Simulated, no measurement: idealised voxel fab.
The name of this process module is voxel fin reveal.
It is cross-section cut that appears here, measuring 220 nm in width, its square cells being 5 nm in size.
Cross-section spec: square-cell grid; bands listed top down; each band is one or more rows. Heights first: top, then bottom, in nm. Then materials, left to right, each with a width in nm. "everywhere" on a single material: fills the band edge to edge. "empty": empty space. We count height from 0. Below that, the starting wafer is all one material. The lowest band never ends at the bottom but goes on down; see "0..down" for how that is written. The width entry "30 to 40" should be interpreted row by row: the top row of cells in the band takes the first number, the bottom row takes the second number, and the change between adjacent rows is uniform throughout. Where a step carries "all unchanged", the cross-section came out of it unchanged, cell for cell. The entry "Enclosed void catalog" lists the empty spaces that cover at least 8 cells and have no open path to the top. Each is written as width x height at distance, where the distance is measured from the left edge and all three values are in nm. Past the settings on a step's line: simulator remark, on that step. The "overlay nm" setting may appear on a step's line; for a step that uses a mask, it gives how far to the right of its planned position the mask lay, and a negative value indicates the left.

The steps planned for the process are as follows
1: RECEIVE: material Si
2: CONFORMAL_DEP: material SiN, thk nm 10
3: MASKED_ETCH: tone cover, mask id FINS, width nm 15, pitch nm 40, etch materials SiN, depth nm 5, overlay nm 0
4: MASKED_ETCH: tone cover, mask id FINS, width nm 15, pitch nm 40, etch materials Si, depth nm 40, overlay nm 0
5: OXIDIZE: depth nm 5
6: FILL_DEP: material SiO2, thk nm 5
7: CMP: height nm 10
8: SELECTIVE_ETCH: etch materials SiO2, depth nm 40
9: STRIP: etch materials SiN
The plan's step 3 depth nm is the first wafer's value; the wafers differ in this setting and start identical.

As-received state after step 1, first of several wafers, cross-section
> 0..down = Si everywhere
> Enclosed void catalog: none

Take a look at the first of several wafers in cross-section: the module is done, and step 9 was its last step
> 0..down = Si everywhere
> Enclosed void catalog: none

Cross-section at module completion, last wafer
> 0..-30 = empty=45, Si=5, empty=35, Si=5, empty=35, Si=5, empty=35, Si=5, empty=50
> -30..-45 = SiO2=45, Si=5, SiO2=35, Si=5, SiO2=35, Si=5, SiO2=35, Si=5, SiO2=50
> -45..down = Si everywhere
> Enclosed void catalog: none

Per-wafer rows below. For each material: cells gained (+) or lost (-) since the wafer was received, as of end of module. Then: closed voids
depth nm 5; pick any cell in the cross-section and it has not changed; Enclosed void catalog: none
depth nm 10; -360 Si; +120 SiO2; Enclosed void catalog: none
depth nm 15; -360 Si; +120 SiO2; Enclosed void catalog: none
depth nm 20; -360 Si; +120 SiO2; Enclosed void catalog: none
depth nm 25; -360 Si; +120 SiO2; Enclosed void catalog: none
